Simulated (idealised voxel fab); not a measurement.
The process module that follows is named voxel self aligned vias.
270 nm wide, 5 nm square cells: that's cross-section cut.
A cross-section is written here as square cells arranged in a grid, and it is given in bands from the top down, each band taking up one or more rows of cells.
This entry defines a band. It first specifies the height of the band's top and the height of its bottom in nm, and then specifies the band's materials from left to right, stating each material with its width in nm. The word "throughout" identifies a single material that fills the band from edge to edge, while the word "blank" identifies empty space.
Convention: height 0 is the level below which the wafer, as received, is all one material. The lowest band does not terminate at the bottom but continues downward, represented as "0 and below".
Read "30 to 40" as a graded width: first number on top, second number at the bottom, same change between each pair of neighbouring rows.
Key: "nothing altered" - step with no changed cell in the cross-section.
"Trapped cavities" contains a list of empty spaces, each no smaller than 8 cells and without an open way to the top, written in the form width x height at distance with the distance from the left edge and all three in nm.
Past the settings on a step's line: simulator remark, on that step.
overlay nm: right-of-plan distance of the mask on a masked step; negative values mean left-of-plan.

Intended process steps
1: RECEIVE | material Si
2: CONFORMAL_DEP | material SiO2 | thk nm 15
3: CONFORMAL_DEP | material SiCN | thk nm 5
4: DIRECTIONAL_DEP | material lowk | thk nm 30
5: MASKED_ETCH | tone open | mask id LINES | width nm 25 | pitch nm 75 | etch materials lowk | depth nm 30 | overlay nm 0
6: CONFORMAL_DEP | material TiN | thk nm 5
7: FILL_DEP | material W | thk nm 10
8: CMP | height nm 50
9: SELECTIVE_ETCH | etch materials W Ru TiN | depth nm 5
10: FILL_DEP | material SiN | thk nm 5
11: CMP | height nm 50
12: DIRECTIONAL_DEP | material lowk | thk nm 15
13: MASKED_ETCH | tone open | mask id VIAS | width nm 45 | pitch nm 75 | etch materials lowk | depth nm 15 | overlay nm 0
14: MASKED_ETCH | tone open | mask id VIAS | width nm 45 | pitch nm 75 | etch materials SiN | depth nm 5 | overlay nm 0
15: CONFORMAL_DEP | material TiN | thk nm 5
16: FILL_DEP | material Cu | thk nm 10
17: CMP | height nm 65
18: CONFORMAL_DEP | material SiN | thk nm 5

First of two wafers, processed according to plan

The cross-section here shows the wafer as received, i.e. in its state after step 1
	0 and below  Si throughout
	Trapped cavities: none

Presented here is a cross-section of the wafer after step 2 has been performed
	15 down to 0  SiO2 throughout
	Lower than 0, everything is as it was.

Presented here is a cross-section of the wafer after step 3 has been performed
	20 down to 15  SiCN throughout
	Lower than 15, everything is as it was.

Presented here is a cross-section of the wafer after step 4 has been performed
	50 down to 20  lowk throughout
	Lower than 20, everything is as it was.

Presented here is a cross-section of the wafer after step 5 has been performed
	50 down to 20  45 lowk, then 25 blank, then 50 lowk, then 25 blank, then 50 lowk, then 25 blank, then 50 lowk
	Lower than 20, everything is as it was.

Presented here is a cross-section of the wafer after step 6 has been performed
	55 down to 50  50 TiN, then 15 blank, then 60 TiN, then 15 blank, then 60 TiN, then 15 blank, then 55 TiN
	50 down to 25  45 lowk, then 5 TiN, then 15 blank, then 5 TiN, then 50 lowk, then 5 TiN, then 15 blank, then 5 TiN, then 50 lowk, then 5 TiN, then 15 blank, then 5 TiN, then 50 lowk
	25 down to 20  45 lowk, then 25 TiN, then 50 lowk, then 25 TiN, then 50 lowk, then 25 TiN, then 50 lowk
	Lower than 20, everything is as it was.

Presented here is a cross-section of the wafer after step 7 has been performed
	65 down to 55  W throughout
	55 down to 50  50 TiN, then 15 W, then 60 TiN, then 15 W, then 60 TiN, then 15 W, then 55 TiN
	50 down to 25  45 lowk, then 5 TiN, then 15 W, then 5 TiN, then 50 lowk, then 5 TiN, then 15 W, then 5 TiN, then 50 lowk, then 5 TiN, then 15 W, then 5 TiN, then 50 lowk
	Lower than 25, everything is as it was.

Presented here is a cross-section of the wafer after step 8 has been performed
	50 down to 25  45 lowk, then 5 TiN, then 15 W, then 5 TiN, then 50 lowk, then 5 TiN, then 15 W, then 5 TiN, then 50 lowk, then 5 TiN, then 15 W, then 5 TiN, then 50 lowk
	Lower than 25, everything is as it was.

Presented here is a cross-section of the wafer after step 9 has been performed
	50 down to 45  45 lowk, then 25 blank, then 50 lowk, then 25 blank, then 50 lowk, then 25 blank, then 50 lowk
	Lower than 45, everything is as it was.

Presented here is a cross-section of the wafer after step 10 has been performed
	55 down to 50  SiN throughout
	50 down to 45  45 lowk, then 25 SiN, then 50 lowk, then 25 SiN, then 50 lowk, then 25 SiN, then 50 lowk
	Lower than 45, everything is as it was.

Presented here is a cross-section of the wafer after step 11 has been performed
	50 down to 45  45 lowk, then 25 SiN, then 50 lowk, then 25 SiN, then 50 lowk, then 25 SiN, then 50 lowk
	Lower than 45, everything is as it was.

Presented here is a cross-section of the wafer after step 12 has been performed
	65 down to 50  lowk throughout
	Lower than 50, everything is as it was.

Presented here is a cross-section of the wafer after step 13 has been performed
	65 down to 50  35 lowk, then 45 blank, then 30 lowk, then 45 blank, then 30 lowk, then 45 blank, then 40 lowk
	Lower than 50, everything is as it was.

Presented here is a cross-section of the wafer after step 14 has been performed
	65 down to 50  35 lowk, then 45 blank, then 30 lowk, then 45 blank, then 30 lowk, then 45 blank, then 40 lowk
	50 down to 45  45 lowk, then 25 blank, then 50 lowk, then 25 blank, then 50 lowk, then 25 blank, then 50 lowk
	Lower than 45, everything is as it was.

Presented here is a cross-section of the wafer after step 15 has been performed
	70 down to 65  40 TiN, then 35 blank, then 40 TiN, then 35 blank, then 40 TiN, then 35 blank, then 45 TiN
	65 down to 55  35 lowk, then 5 TiN, then 35 blank, then 5 TiN, then 30 lowk, then 5 TiN, then 35 blank, then 5 TiN, then 30 lowk, then 5 TiN, then 35 blank, then 5 TiN, then 40 lowk
	55 down to 50  35 lowk, then 15 TiN, then 15 blank, then 15 TiN, then 30 lowk, then 15 TiN, then 15 blank, then 15 TiN, then 30 lowk, then 15 TiN, then 15 blank, then 15 TiN, then 40 lowk
	50 down to 45  45 lowk, then 25 TiN, then 50 lowk, then 25 TiN, then 50 lowk, then 25 TiN, then 50 lowk
	Lower than 45, everything is as it was.

Presented here is a cross-section of the wafer after step 16 has been performed
	80 down to 70  Cu throughout
	70 down to 65  40 TiN, then 35 Cu, then 40 TiN, then 35 Cu, then 40 TiN, then 35 Cu, then 45 TiN
	65 down to 55  35 lowk, then 5 TiN, then 35 Cu, then 5 TiN, then 30 lowk, then 5 TiN, then 35 Cu, then 5 TiN, then 30 lowk, then 5 TiN, then 35 Cu, then 5 TiN, then 40 lowk
	55 down to 50  35 lowk, then 15 TiN, then 15 Cu, then 15 TiN, then 30 lowk, then 15 TiN, then 15 Cu, then 15 TiN, then 30 lowk, then 15 TiN, then 15 Cu, then 15 TiN, then 40 lowk
	Lower than 50, everything is as it was.

Presented here is a cross-section of the wafer after step 17 has been performed
	65 down to 55  35 lowk, then 5 TiN, then 35 Cu, then 5 TiN, then 30 lowk, then 5 TiN, then 35 Cu, then 5 TiN, then 30 lowk, then 5 TiN, then 35 Cu, then 5 TiN, then 40 lowk
	Lower than 55, everything is as it was.

Presented here is a cross-section of the wafer after step 18 has been performed
	70 down to 65  SiN throughout
	Lower than 65, everything is as it was.

Okay, second wafer. Nothing different at the start, nothing different in the plan, just one mistake somewhere in the running. As far as step 2, counting that step, it's the first wafer all over again

Second wafer: cross-section at the scheduled end of step 3
	45 down to 15  lowk throughout
	Lower than 15, everything is as it was.

Second wafer: cross-section at the scheduled end of step 4
	50 down to 45  SiCN throughout
	Lower than 45, everything is as it was.

Second wafer: cross-section at the scheduled end of step 5: nothing altered

Second wafer: cross-section at the scheduled end of step 6
	55 down to 50  TiN throughout
	Lower than 50, everything is as it was.

Second wafer: cross-section at the scheduled end of step 7
	65 down to 55  W throughout
	Lower than 55, everything is as it was.

Second wafer: cross-section at the scheduled end of step 8
	50 down to 45  SiCN throughout
	Lower than 45, everything is as it was.

Second wafer: cross-section at the scheduled end of step 9: nothing altered

Second wafer: cross-section at the scheduled end of step 10
	55 down to 50  SiN throughout
	Lower than 50, everything is as it was.

Second wafer: cross-section at the scheduled end of step 11
	50 down to 45  SiCN throughout
	Lower than 45, everything is as it was.

Second wafer: cross-section at the scheduled end of step 12
	65 down to 50  lowk throughout
	Lower than 50, everything is as it was.

Second wafer: cross-section at the scheduled end of step 13
	65 down to 50  35 lowk, then 45 blank, then 30 lowk, then 45 blank, then 30 lowk, then 45 blank, then 40 lowk
	Lower than 50, everything is as it was.

Second wafer: cross-section at the scheduled end of step 14: nothing altered

Second wafer: cross-section at the scheduled end of step 15
	70 down to 65  40 TiN, then 35 blank, then 40 TiN, then 35 blank, then 40 TiN, then 35 blank, then 45 TiN
	65 down to 55  35 lowk, then 5 TiN, then 35 blank, then 5 TiN, then 30 lowk, then 5 TiN, then 35 blank, then 5 TiN, then 30 lowk, then 5 TiN, then 35 blank, then 5 TiN, then 40 lowk
	55 down to 50  35 lowk, then 45 TiN, then 30 lowk, then 45 TiN, then 30 lowk, then 45 TiN, then 40 lowk
	Lower than 50, everything is as it was.

Second wafer: cross-section at the scheduled end of step 16
	80 down to 70  Cu throughout
	70 down to 65  40 TiN, then 35 Cu, then 40 TiN, then 35 Cu, then 40 TiN, then 35 Cu, then 45 TiN
	65 down to 55  35 lowk, then 5 TiN, then 35 Cu, then 5 TiN, then 30 lowk, then 5 TiN, then 35 Cu, then 5 TiN, then 30 lowk, then 5 TiN, then 35 Cu, then 5 TiN, then 40 lowk
	Lower than 55, everything is as it was.

Second wafer: cross-section at the scheduled end of step 17
	65 down to 55  35 lowk, then 5 TiN, then 35 Cu, then 5 TiN, then 30 lowk, then 5 TiN, then 35 Cu, then 5 TiN, then 30 lowk, then 5 TiN, then 35 Cu, then 5 TiN, then 40 lowk
	Lower than 55, everything is as it was.

Second wafer: cross-section at the scheduled end of step 18
	70 down to 65  SiN throughout
	Lower than 65, everything is as it was.
what went wrong: plan steps 3 and 4 run swapped
Per the end-of-run cell counts, the second wafer holds more or fewer of some materials than the first: Cu: 9 fewer | TiN: 45 fewer | W: 36 fewer | lowk: 90 more
